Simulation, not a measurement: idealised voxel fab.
This is a process module. Its name is voxel capacitor over wiring.
FYI the section here is cut, 160 nm wide, cells are 5 nm squares.
Format of a cross-section: grid, square cells. Given as bands. Order: top down. Band: one or more rows of cells.
Band: top height; bottom height; in nm. Then, left to right: material with width in nm, for each material. "all across": a single material spanning edge to edge. "air": empty space.
Note: height 0 marks the level under which the wafer is uniformly one material as received. Lowest band unbounded below, written "0 down".
The notation "30->40" denotes a width that varies across the rows of cells in the band, beginning at the first number in the top row, finishing at the second number in the bottom row, and changing by an identical amount from each row to the next.
Where a step carries "no alteration", the cross-section came out of it unchanged, cell for cell.
"Tabulated closed voids" enumerates empty spaces isolated from the top, with no open way to it, that contain at least 8 cells, giving each as width x height at distance from the left edge, all three in nm.
Step line, after settings: the simulator's comment on this step.
The line of a step may include "overlay nm". On a step with a mask, this value is how far to the right of its planned place the mask lay. A negative value means the mask lay to the left.

PLAN
1. RECEIVE: material Si
2. CONFORMAL_DEP: material SiO2, thk nm 10
3. DIRECTIONAL_DEP: material TiN, thk nm 5
4. DIRECTIONAL_DEP: material Ru, thk nm 20
5. DIRECTIONAL_DEP: material aC, thk nm 15
6. PATTERN: tone cover, mask id METAL_1, material resist, width nm 25, pitch nm 75, thk nm 35, overlay nm 0
7. DIRECTIONAL_ETCH: etch materials aC, depth nm 15
8. STRIP: etch materials resist
9. DIRECTIONAL_ETCH: etch materials Ru, depth nm 20
10. DIRECTIONAL_ETCH: etch materials TiN, depth nm 5
11. STRIP: etch materials aC
12. FILL_DEP: material lowk, thk nm 5
13. CMP: height nm 35
14. CONFORMAL_DEP: material SiCN, thk nm 5
15. DIRECTIONAL_DEP: material SiO2, thk nm 10
16. DIRECTIONAL_DEP: material aC, thk nm 10
17. PATTERN: tone open, mask id PLUG_1, material resist, width nm 15, thk nm 30, overlay nm 0
18. DIRECTIONAL_ETCH: etch materials aC, depth nm 10
19. STRIP: etch materials resist
20. DIRECTIONAL_ETCH: etch materials SiO2, depth nm 10
21. DIRECTIONAL_ETCH: etch materials SiCN, depth nm 5
22. STRIP: etch materials aC
23. CONFORMAL_DEP: material TiN, thk nm 5
24. FILL_DEP: material Ru, thk nm 5
25. CMP: height nm 50
26. DIRECTIONAL_DEP: material TiN, thk nm 10
27. DIRECTIONAL_DEP: material HfO2, thk nm 5
28. DIRECTIONAL_DEP: material TiN, thk nm 10
29. MASKED_ETCH: tone cover, mask id UPPER_PLATE, width nm 55, etch materials TiN, depth nm 10, overlay nm 0
30. MASKED_ETCH: tone cover, mask id UPPER_PLATE, width nm 55, etch materials HfO2, depth nm 5, overlay nm 0
31. PATTERN: tone cover, mask id LOWER_PLATE, material resist, width nm 65, thk nm 20, overlay nm 0
32. DIRECTIONAL_ETCH: etch materials TiN, depth nm 10
33. STRIP: etch materials resist
34. FILL_DEP: material SiO2, thk nm 20
35. CMP: height nm 90
36. PATTERN: tone open, mask id PLUG_2, material resist, width nm 15, thk nm 20, overlay nm 0
37. DIRECTIONAL_ETCH: etch materials SiO2, depth nm 15
38. STRIP: etch materials resist
39. CONFORMAL_DEP: material TiN, thk nm 5
40. FILL_DEP: material W, thk nm 5
41. CMP: height nm 90
42. CONFORMAL_DEP: material SiN, thk nm 5

THE FOLLOWING PERTAINS TO THE FIRST OF TWO WAFERS, WHICH WAS PROCESSED AS PLANNED

CROSS-SECTION: WAFER ON ARRIVAL = AFTER STEP 1
* 0 down | Si all across
* Tabulated closed voids: none

SECTIONAL VIEW: WAFER, AFTER STEP 2
* 10 to 0 | SiO2 all across
* Note: structure below 0 unchanged.

SECTIONAL VIEW: WAFER, AFTER STEP 3
* 15 to 10 | TiN all across
* Note: structure below 10 unchanged.

SECTIONAL VIEW: WAFER, AFTER STEP 4
* 35 to 15 | Ru all across
* Note: structure below 15 unchanged.

SECTIONAL VIEW: WAFER, AFTER STEP 5
* 50 to 35 | aC all across
* Note: structure below 35 unchanged.

SECTIONAL VIEW: WAFER, AFTER STEP 6
* 85 to 50 | air=30  resist=25  air=50  resist=25  air=30
* Note: structure below 50 unchanged.

SECTIONAL VIEW: WAFER, AFTER STEP 7
* 70 to 50 | air=30  resist=25  air=50  resist=25  air=30
* 50 to 35 | air=30  aC=25  air=50  aC=25  air=30
* Note: structure below 35 unchanged.

SECTIONAL VIEW: WAFER, AFTER STEP 8
* 50 to 35 | air=30  aC=25  air=50  aC=25  air=30
* Note: structure below 35 unchanged.

SECTIONAL VIEW: WAFER, AFTER STEP 9
* 50 to 35 | air=30  aC=25  air=50  aC=25  air=30
* 35 to 15 | air=30  Ru=25  air=50  Ru=25  air=30
* Note: structure below 15 unchanged.

SECTIONAL VIEW: WAFER, AFTER STEP 10
* 50 to 35 | air=30  aC=25  air=50  aC=25  air=30
* 35 to 15 | air=30  Ru=25  air=50  Ru=25  air=30
* 15 to 10 | air=30  TiN=25  air=50  TiN=25  air=30
* Note: structure below 10 unchanged.

SECTIONAL VIEW: WAFER, AFTER STEP 11
* 35 to 15 | air=30  Ru=25  air=50  Ru=25  air=30
* Note: structure below 15 unchanged.

SECTIONAL VIEW: WAFER, AFTER STEP 12
* 40 to 35 | lowk all across
* 35 to 15 | lowk=30  Ru=25  lowk=50  Ru=25  lowk=30
* 15 to 10 | lowk=30  TiN=25  lowk=50  TiN=25  lowk=30
* Note: structure below 10 unchanged.

SECTIONAL VIEW: WAFER, AFTER STEP 13
* 35 to 15 | lowk=30  Ru=25  lowk=50  Ru=25  lowk=30
* Note: structure below 15 unchanged.

SECTIONAL VIEW: WAFER, AFTER STEP 14
* 40 to 35 | SiCN all across
* Note: structure below 35 unchanged.

SECTIONAL VIEW: WAFER, AFTER STEP 15
* 50 to 40 | SiO2 all across
* Note: structure below 40 unchanged.

SECTIONAL VIEW: WAFER, AFTER STEP 16
* 60 to 50 | aC all across
* Note: structure below 50 unchanged.

SECTIONAL VIEW: WAFER, AFTER STEP 17
* 90 to 60 | resist=40  air=15  resist=105
* Note: structure below 60 unchanged.

SECTIONAL VIEW: WAFER, AFTER STEP 18
* 80 to 60 | resist=40  air=15  resist=105
* 60 to 50 | aC=40  air=15  aC=105
* Note: structure below 50 unchanged.

SECTIONAL VIEW: WAFER, AFTER STEP 19
* 60 to 50 | aC=40  air=15  aC=105
* Note: structure below 50 unchanged.

SECTIONAL VIEW: WAFER, AFTER STEP 20
* 60 to 50 | aC=40  air=15  aC=105
* 50 to 40 | SiO2=40  air=15  SiO2=105
* Note: structure below 40 unchanged.

SECTIONAL VIEW: WAFER, AFTER STEP 21
* 60 to 50 | aC=40  air=15  aC=105
* 50 to 40 | SiO2=40  air=15  SiO2=105
* 40 to 35 | SiCN=40  air=15  SiCN=105
* Note: structure below 35 unchanged.

SECTIONAL VIEW: WAFER, AFTER STEP 22
* 50 to 40 | SiO2=40  air=15  SiO2=105
* Note: structure below 40 unchanged.

SECTIONAL VIEW: WAFER, AFTER STEP 23
* 55 to 50 | TiN=45  air=5  TiN=110
* 50 to 40 | SiO2=40  TiN=5  air=5  TiN=5  SiO2=105
* 40 to 35 | SiCN=40  TiN=15  SiCN=105
* Note: structure below 35 unchanged.

SECTIONAL VIEW: WAFER, AFTER STEP 24
* 60 to 55 | Ru all across
* 55 to 50 | TiN=45  Ru=5  TiN=110
* 50 to 40 | SiO2=40  TiN=5  Ru=5  TiN=5  SiO2=105
* Note: structure below 40 unchanged.

SECTIONAL VIEW: WAFER, AFTER STEP 25
* 50 to 40 | SiO2=40  TiN=5  Ru=5  TiN=5  SiO2=105
* Note: structure below 40 unchanged.

SECTIONAL VIEW: WAFER, AFTER STEP 26
* 60 to 50 | TiN all across
* Note: structure below 50 unchanged.

SECTIONAL VIEW: WAFER, AFTER STEP 27
* 65 to 60 | HfO2 all across
* Note: structure below 60 unchanged.

SECTIONAL VIEW: WAFER, AFTER STEP 28
* 75 to 65 | TiN all across
* Note: structure below 65 unchanged.

SECTIONAL VIEW: WAFER, AFTER STEP 29
* 75 to 65 | air=40  TiN=55  air=65
* Note: structure below 65 unchanged.

SECTIONAL VIEW: WAFER, AFTER STEP 30
* 75 to 65 | air=40  TiN=55  air=65
* 65 to 60 | air=40  HfO2=55  air=65
* Note: structure below 60 unchanged.

SECTIONAL VIEW: WAFER, AFTER STEP 31
* 95 to 75 | air=35  resist=65  air=60
* 75 to 65 | air=35  resist=5  TiN=55  resist=5  air=60
* 65 to 60 | air=35  resist=5  HfO2=55  resist=5  air=60
* Note: structure below 60 unchanged.

SECTIONAL VIEW: WAFER, AFTER STEP 32
* 95 to 75 | air=35  resist=65  air=60
* 75 to 65 | air=35  resist=5  TiN=55  resist=5  air=60
* 65 to 60 | air=35  resist=5  HfO2=55  resist=5  air=60
* 60 to 50 | air=35  TiN=65  air=60
* Note: structure below 50 unchanged.

SECTIONAL VIEW: WAFER, AFTER STEP 33
* 75 to 65 | air=40  TiN=55  air=65
* 65 to 60 | air=40  HfO2=55  air=65
* Note: structure below 60 unchanged.

SECTIONAL VIEW: WAFER, AFTER STEP 34
* 95 to 75 | SiO2 all across
* 75 to 65 | SiO2=40  TiN=55  SiO2=65
* 65 to 60 | SiO2=40  HfO2=55  SiO2=65
* 60 to 50 | SiO2=35  TiN=65  SiO2=60
* Note: structure below 50 unchanged.

SECTIONAL VIEW: WAFER, AFTER STEP 35
* 90 to 75 | SiO2 all across
* Note: structure below 75 unchanged.

SECTIONAL VIEW: WAFER, AFTER STEP 36
* 110 to 90 | resist=50  air=15  resist=95
* Note: structure below 90 unchanged.

SECTIONAL VIEW: WAFER, AFTER STEP 37
* 110 to 90 | resist=50  air=15  resist=95
* 90 to 75 | SiO2=50  air=15  SiO2=95
* Note: structure below 75 unchanged.

SECTIONAL VIEW: WAFER, AFTER STEP 38
* 90 to 75 | SiO2=50  air=15  SiO2=95
* Note: structure below 75 unchanged.

SECTIONAL VIEW: WAFER, AFTER STEP 39
* 95 to 90 | TiN=55  air=5  TiN=100
* 90 to 80 | SiO2=50  TiN=5  air=5  TiN=5  SiO2=95
* 80 to 75 | SiO2=50  TiN=15  SiO2=95
* Note: structure below 75 unchanged.

SECTIONAL VIEW: WAFER, AFTER STEP 40
* 100 to 95 | W all across
* 95 to 90 | TiN=55  W=5  TiN=100
* 90 to 80 | SiO2=50  TiN=5  W=5  TiN=5  SiO2=95
* Note: structure below 80 unchanged.

SECTIONAL VIEW: WAFER, AFTER STEP 41
* 90 to 80 | SiO2=50  TiN=5  W=5  TiN=5  SiO2=95
* Note: structure below 80 unchanged.

SECTIONAL VIEW: WAFER, AFTER STEP 42
* 95 to 90 | SiN all across
* Note: structure below 90 unchanged.

THE SECOND WAFER WAS PREPARED FROM THE SAME STARTING POINT AND UNDER THE SAME PLAN AS THE FIRST; ITS PROCESSING CONTAINED ONE MISTAKE, AND IT REMAINS INDISTINGUISHABLE FROM THE FIRST WAFER UP TO AND INCLUDING STEP 11

CROSS-SECTION OF THE SECOND WAFER WHEN, ACCORDING TO PLAN, STEP 12 SHOULD HAVE FINISHED
* 40 to 35 | aC all across
* 35 to 15 | aC=30  Ru=25  aC=50  Ru=25  aC=30
* 15 to 10 | aC=30  TiN=25  aC=50  TiN=25  aC=30
* Note: structure below 10 unchanged.

CROSS-SECTION OF THE SECOND WAFER WHEN, ACCORDING TO PLAN, STEP 13 SHOULD HAVE FINISHED
* 35 to 15 | aC=30  Ru=25  aC=50  Ru=25  aC=30
* Note: structure below 15 unchanged.

CROSS-SECTION OF THE SECOND WAFER WHEN, ACCORDING TO PLAN, STEP 14 SHOULD HAVE FINISHED
* 40 to 35 | SiCN all across
* Note: structure below 35 unchanged.

CROSS-SECTION OF THE SECOND WAFER WHEN, ACCORDING TO PLAN, STEP 15 SHOULD HAVE FINISHED
* 50 to 40 | SiO2 all across
* Note: structure below 40 unchanged.

CROSS-SECTION OF THE SECOND WAFER WHEN, ACCORDING TO PLAN, STEP 16 SHOULD HAVE FINISHED
* 60 to 50 | aC all across
* Note: structure below 50 unchanged.

CROSS-SECTION OF THE SECOND WAFER WHEN, ACCORDING TO PLAN, STEP 17 SHOULD HAVE FINISHED
* 90 to 60 | resist=40  air=15  resist=105
* Note: structure below 60 unchanged.

CROSS-SECTION OF THE SECOND WAFER WHEN, ACCORDING TO PLAN, STEP 18 SHOULD HAVE FINISHED
* 80 to 60 | resist=40  air=15  resist=105
* 60 to 50 | aC=40  air=15  aC=105
* Note: structure below 50 unchanged.

CROSS-SECTION OF THE SECOND WAFER WHEN, ACCORDING TO PLAN, STEP 19 SHOULD HAVE FINISHED
* 60 to 50 | aC=40  air=15  aC=105
* Note: structure below 50 unchanged.

CROSS-SECTION OF THE SECOND WAFER WHEN, ACCORDING TO PLAN, STEP 20 SHOULD HAVE FINISHED
* 60 to 50 | aC=40  air=15  aC=105
* 50 to 40 | SiO2=40  air=15  SiO2=105
* Note: structure below 40 unchanged.

CROSS-SECTION OF THE SECOND WAFER WHEN, ACCORDING TO PLAN, STEP 21 SHOULD HAVE FINISHED
* 60 to 50 | aC=40  air=15  aC=105
* 50 to 40 | SiO2=40  air=15  SiO2=105
* 40 to 35 | SiCN=40  air=15  SiCN=105
* Note: structure below 35 unchanged.

CROSS-SECTION OF THE SECOND WAFER WHEN, ACCORDING TO PLAN, STEP 22 SHOULD HAVE FINISHED
* 50 to 40 | SiO2=40  air=15  SiO2=105
* Note: structure below 40 unchanged.

CROSS-SECTION OF THE SECOND WAFER WHEN, ACCORDING TO PLAN, STEP 23 SHOULD HAVE FINISHED
* 55 to 50 | TiN=45  air=5  TiN=110
* 50 to 40 | SiO2=40  TiN=5  air=5  TiN=5  SiO2=105
* 40 to 35 | SiCN=40  TiN=15  SiCN=105
* Note: structure below 35 unchanged.

CROSS-SECTION OF THE SECOND WAFER WHEN, ACCORDING TO PLAN, STEP 24 SHOULD HAVE FINISHED
* 60 to 55 | Ru all across
* 55 to 50 | TiN=45  Ru=5  TiN=110
* 50 to 40 | SiO2=40  TiN=5  Ru=5  TiN=5  SiO2=105
* Note: structure below 40 unchanged.

CROSS-SECTION OF THE SECOND WAFER WHEN, ACCORDING TO PLAN, STEP 25 SHOULD HAVE FINISHED
* 50 to 40 | SiO2=40  TiN=5  Ru=5  TiN=5  SiO2=105
* Note: structure below 40 unchanged.

CROSS-SECTION OF THE SECOND WAFER WHEN, ACCORDING TO PLAN, STEP 26 SHOULD HAVE FINISHED
* 60 to 50 | TiN all across
* Note: structure below 50 unchanged.

CROSS-SECTION OF THE SECOND WAFER WHEN, ACCORDING TO PLAN, STEP 27 SHOULD HAVE FINISHED
* 65 to 60 | HfO2 all across
* Note: structure below 60 unchanged.

CROSS-SECTION OF THE SECOND WAFER WHEN, ACCORDING TO PLAN, STEP 28 SHOULD HAVE FINISHED
* 75 to 65 | TiN all across
* Note: structure below 65 unchanged.

CROSS-SECTION OF THE SECOND WAFER WHEN, ACCORDING TO PLAN, STEP 29 SHOULD HAVE FINISHED
* 75 to 65 | air=40  TiN=55  air=65
* Note: structure below 65 unchanged.

CROSS-SECTION OF THE SECOND WAFER WHEN, ACCORDING TO PLAN, STEP 30 SHOULD HAVE FINISHED
* 75 to 65 | air=40  TiN=55  air=65
* 65 to 60 | air=40  HfO2=55  air=65
* Note: structure below 60 unchanged.

CROSS-SECTION OF THE SECOND WAFER WHEN, ACCORDING TO PLAN, STEP 31 SHOULD HAVE FINISHED
* 95 to 75 | air=35  resist=65  air=60
* 75 to 65 | air=35  resist=5  TiN=55  resist=5  air=60
* 65 to 60 | air=35  resist=5  HfO2=55  resist=5  air=60
* Note: structure below 60 unchanged.

CROSS-SECTION OF THE SECOND WAFER WHEN, ACCORDING TO PLAN, STEP 32 SHOULD HAVE FINISHED
* 95 to 75 | air=35  resist=65  air=60
* 75 to 65 | air=35  resist=5  TiN=55  resist=5  air=60
* 65 to 60 | air=35  resist=5  HfO2=55  resist=5  air=60
* 60 to 50 | air=35  TiN=65  air=60
* Note: structure below 50 unchanged.

CROSS-SECTION OF THE SECOND WAFER WHEN, ACCORDING TO PLAN, STEP 33 SHOULD HAVE FINISHED
* 75 to 65 | air=40  TiN=55  air=65
* 65 to 60 | air=40  HfO2=55  air=65
* Note: structure below 60 unchanged.

CROSS-SECTION OF THE SECOND WAFER WHEN, ACCORDING TO PLAN, STEP 34 SHOULD HAVE FINISHED
* 95 to 75 | SiO2 all across
* 75 to 65 | SiO2=40  TiN=55  SiO2=65
* 65 to 60 | SiO2=40  HfO2=55  SiO2=65
* 60 to 50 | SiO2=35  TiN=65  SiO2=60
* Note: structure below 50 unchanged.

CROSS-SECTION OF THE SECOND WAFER WHEN, ACCORDING TO PLAN, STEP 35 SHOULD HAVE FINISHED
* 90 to 75 | SiO2 all across
* Note: structure below 75 unchanged.

CROSS-SECTION OF THE SECOND WAFER WHEN, ACCORDING TO PLAN, STEP 36 SHOULD HAVE FINISHED
* 110 to 90 | resist=50  air=15  resist=95
* Note: structure below 90 unchanged.

CROSS-SECTION OF THE SECOND WAFER WHEN, ACCORDING TO PLAN, STEP 37 SHOULD HAVE FINISHED
* 110 to 90 | resist=50  air=15  resist=95
* 90 to 75 | SiO2=50  air=15  SiO2=95
* Note: structure below 75 unchanged.

CROSS-SECTION OF THE SECOND WAFER WHEN, ACCORDING TO PLAN, STEP 38 SHOULD HAVE FINISHED
* 90 to 75 | SiO2=50  air=15  SiO2=95
* Note: structure below 75 unchanged.

CROSS-SECTION OF THE SECOND WAFER WHEN, ACCORDING TO PLAN, STEP 39 SHOULD HAVE FINISHED
* 95 to 90 | TiN=55  air=5  TiN=100
* 90 to 80 | SiO2=50  TiN=5  air=5  TiN=5  SiO2=95
* 80 to 75 | SiO2=50  TiN=15  SiO2=95
* Note: structure below 75 unchanged.

CROSS-SECTION OF THE SECOND WAFER WHEN, ACCORDING TO PLAN, STEP 40 SHOULD HAVE FINISHED
* 100 to 95 | W all across
* 95 to 90 | TiN=55  W=5  TiN=100
* 90 to 80 | SiO2=50  TiN=5  W=5  TiN=5  SiO2=95
* Note: structure below 80 unchanged.

CROSS-SECTION OF THE SECOND WAFER WHEN, ACCORDING TO PLAN, STEP 41 SHOULD HAVE FINISHED
* 90 to 80 | SiO2=50  TiN=5  W=5  TiN=5  SiO2=95
* Note: structure below 80 unchanged.

CROSS-SECTION OF THE SECOND WAFER WHEN, ACCORDING TO PLAN, STEP 42 SHOULD HAVE FINISHED
* 95 to 90 | SiN all across
* Note: structure below 90 unchanged.
Deviation noted in wafer processing: step 12 deviated from plan and actually ran as FILL_DEP: material aC, thk nm 5
End check, counted in cells, second wafer has more or fewer of these materials than the first: aC: 110 more, lowk: 110 fewer
